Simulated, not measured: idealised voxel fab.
voxel fin reveal: a process module
Cross-section cut spans 165 nm and uses square cells 5 nm in size.
For the purposes of this document, a cross-section shall be understood as a grid of square cells, specified as bands listed in top-to-bottom order, each band consisting of one or more rows of cells. First you get the band's top height and its bottom height, in nm, and then the materials it's made of, left to right, with each width in nm. If you see a single material with "edge to edge", that one covers the band edge to edge. "air" is empty space. Convention: height 0 is the level below which the wafer, as received, is all one material. The lowest band does not terminate at the bottom but continues downward, represented as "z 0 and below". Top row gets the first number, bottom row gets the second, and each row in between changes by the same step: that is how a band width like "30 to 40" works. "no alterations made" for a step: no cell of the cross-section changed in that step. "Trapped void list": empty spaces of 8 cells or more with no open way to the top, each given as width x height at distance, distance from the left edge, all in nm. That trailing text on a step's line, after the settings, is the simulator's own remark on the step. The "overlay nm" setting may appear on a step's line; for a step that uses a mask, it gives how far to the right of its planned position the mask lay, and a negative value indicates the left.
## Intended process steps
1 RECEIVE (material Si)
2 CONFORMAL_DEP (material SiN; thk nm 5)
3 PATTERN (tone cover; mask id FINS; material resist; width nm 15; pitch nm 35; thk nm 20; overlay nm 0)
4 DIRECTIONAL_ETCH (etch materials SiN; depth nm 5)
5 DIRECTIONAL_ETCH (etch materials Si; depth nm 30)
6 STRIP (etch materials resist)
7 OXIDIZE (depth nm 5)
8 FILL_DEP (material SiO2; thk nm 5)
9 CMP (height nm 5)
10 SELECTIVE_ETCH (etch materials SiO2; depth nm 20)
11 STRIP (etch materials SiN)
12 CONFORMAL_DEP (material HfO2; thk nm 5)
## What follows covers the first of two wafers; it ran as planned
## Cross-sectional view of the wafer in its as-received condition, corresponding to the state after step 1
* z 0 and below  Si edge to edge
* Trapped void list: none
## Once step 2 is through, the wafer looks like this in cross-section
* z 5 to 0  SiN edge to edge
* Under the height 0 nothing was changed.
## Once step 3 is through, the wafer looks like this in cross-section
* z 25 to 5  20 of air, 15 of resist, 20 of air, 15 of resist, 20 of air, 15 of resist, 20 of air, 15 of resist, 25 of air
* Under the height 5 nothing was changed.
## Once step 4 is through, the wafer looks like this in cross-section
* z 25 to 5  20 of air, 15 of resist, 20 of air, 15 of resist, 20 of air, 15 of resist, 20 of air, 15 of resist, 25 of air
* z 5 to 0  20 of air, 15 of SiN, 20 of air, 15 of SiN, 20 of air, 15 of SiN, 20 of air, 15 of SiN, 25 of air
* Under the height 0 nothing was changed.
## Once step 5 is through, the wafer looks like this in cross-section
* z 25 to 5  20 of air, 15 of resist, 20 of air, 15 of resist, 20 of air, 15 of resist, 20 of air, 15 of resist, 25 of air
* z 5 to 0  20 of air, 15 of SiN, 20 of air, 15 of SiN, 20 of air, 15 of SiN, 20 of air, 15 of SiN, 25 of air
* z 0 to -30  20 of air, 15 of Si, 20 of air, 15 of Si, 20 of air, 15 of Si, 20 of air, 15 of Si, 25 of air
* Under the height -30 nothing was changed.
## Once step 6 is through, the wafer looks like this in cross-section
* z 5 to 0  20 of air, 15 of SiN, 20 of air, 15 of SiN, 20 of air, 15 of SiN, 20 of air, 15 of SiN, 25 of air
* Under the height 0 nothing was changed.
## Once step 7 is through, the wafer looks like this in cross-section
* z 5 to 0  20 of air, 15 of SiN, 20 of air, 15 of SiN, 20 of air, 15 of SiN, 20 of air, 15 of SiN, 25 of air
* z 0 to -30  20 of air, 5 of SiO2, 5 of Si, 5 of SiO2, 20 of air, 5 of SiO2, 5 of Si, 5 of SiO2, 20 of air, 5 of SiO2, 5 of Si, 5 of SiO2, 20 of air, 5 of SiO2, 5 of Si, 5 of SiO2, 25 of air
* z -30 to -35  25 of SiO2, 5 of Si, 30 of SiO2, 5 of Si, 30 of SiO2, 5 of Si, 30 of SiO2, 5 of Si, 30 of SiO2
* Under the height -35 nothing was changed.
## Once step 8 is through, the wafer looks like this in cross-section
* z 10 to 5  SiO2 edge to edge
* z 5 to 0  20 of SiO2, 15 of SiN, 20 of SiO2, 15 of SiN, 20 of SiO2, 15 of SiN, 20 of SiO2, 15 of SiN, 25 of SiO2
* z 0 to -35  25 of SiO2, 5 of Si, 30 of SiO2, 5 of Si, 30 of SiO2, 5 of Si, 30 of SiO2, 5 of Si, 30 of SiO2
* Under the height -35 nothing was changed.
## Once step 9 is through, the wafer looks like this in cross-section
* z 5 to 0  20 of SiO2, 15 of SiN, 20 of SiO2, 15 of SiN, 20 of SiO2, 15 of SiN, 20 of SiO2, 15 of SiN, 25 of SiO2
* Under the height 0 nothing was changed.
## Once step 10 is through, the wafer looks like this in cross-section
* z 5 to 0  20 of air, 15 of SiN, 20 of air, 15 of SiN, 20 of air, 15 of SiN, 20 of air, 15 of SiN, 25 of air
* z 0 to -15  25 of air, 5 of Si, 30 of air, 5 of Si, 30 of air, 5 of Si, 30 of air, 5 of Si, 30 of air
* Under the height -15 nothing was changed.
## Once step 11 is through, the wafer looks like this in cross-section
* z 0 to -15  25 of air, 5 of Si, 30 of air, 5 of Si, 30 of air, 5 of Si, 30 of air, 5 of Si, 30 of air
* Under the height -15 nothing was changed.
## Once step 12 is through, the wafer looks like this in cross-section
* z 5 to 0  20 of air, 15 of HfO2, 20 of air, 15 of HfO2, 20 of air, 15 of HfO2, 20 of air, 15 of HfO2, 25 of air
* z 0 to -10  20 of air, 5 of HfO2, 5 of Si, 5 of HfO2, 20 of air, 5 of HfO2, 5 of Si, 5 of HfO2, 20 of air, 5 of HfO2, 5 of Si, 5 of HfO2, 20 of air, 5 of HfO2, 5 of Si, 5 of HfO2, 25 of air
* z -10 to -15  25 of HfO2, 5 of Si, 30 of HfO2, 5 of Si, 30 of HfO2, 5 of Si, 30 of HfO2, 5 of Si, 30 of HfO2
* Under the height -15 nothing was changed.
## second wafer: like start, like plan, one mistake. Through step 9 it matches the first wafer
## The second wafer in cross-section, at the planned close of step 10
* z 5 to 0  20 of SiO2, 15 of air, 20 of SiO2, 15 of air, 20 of SiO2, 15 of air, 20 of SiO2, 15 of air, 25 of SiO2
* Under the height 0 nothing was changed.
## The second wafer in cross-section, at the planned close of step 11
* z 0 to -15  25 of air, 5 of Si, 30 of air, 5 of Si, 30 of air, 5 of Si, 30 of air, 5 of Si, 30 of air
* z -15 to -20  25 of air, 5 of Si, 30 of air, 5 of Si, 30 of air, 5 of Si, 30 of air, 5 of Si, 25 of air, 5 of SiO2
* Under the height -20 nothing was changed.
## The second wafer in cross-section, at the planned close of step 12
* z 5 to 0  20 of air, 15 of HfO2, 20 of air, 15 of HfO2, 20 of air, 15 of HfO2, 20 of air, 15 of HfO2, 25 of air
* z 0 to -10  20 of air, 5 of HfO2, 5 of Si, 5 of HfO2, 20 of air, 5 of HfO2, 5 of Si, 5 of HfO2, 20 of air, 5 of HfO2, 5 of Si, 5 of HfO2, 20 of air, 5 of HfO2, 5 of Si, 5 of HfO2, 25 of air
* z -10 to -15  20 of air, 5 of HfO2, 5 of Si, 5 of HfO2, 20 of air, 5 of HfO2, 5 of Si, 5 of HfO2, 20 of air, 5 of HfO2, 5 of Si, 5 of HfO2, 20 of air, 5 of HfO2, 5 of Si, 5 of HfO2, 15 of air, 10 of HfO2
* z -15 to -20  25 of HfO2, 5 of Si, 30 of HfO2, 5 of Si, 30 of HfO2, 5 of Si, 30 of HfO2, 5 of Si, 25 of HfO2, 5 of SiO2
* Under the height -20 nothing was changed.
It is concluded that the wafer was processed incorrectly with respect to the plan, in that steps 10 and 11 swapped
Final cells, second wafer relative to first, materials higher or lower: HfO2 +9 | SiO2 -28
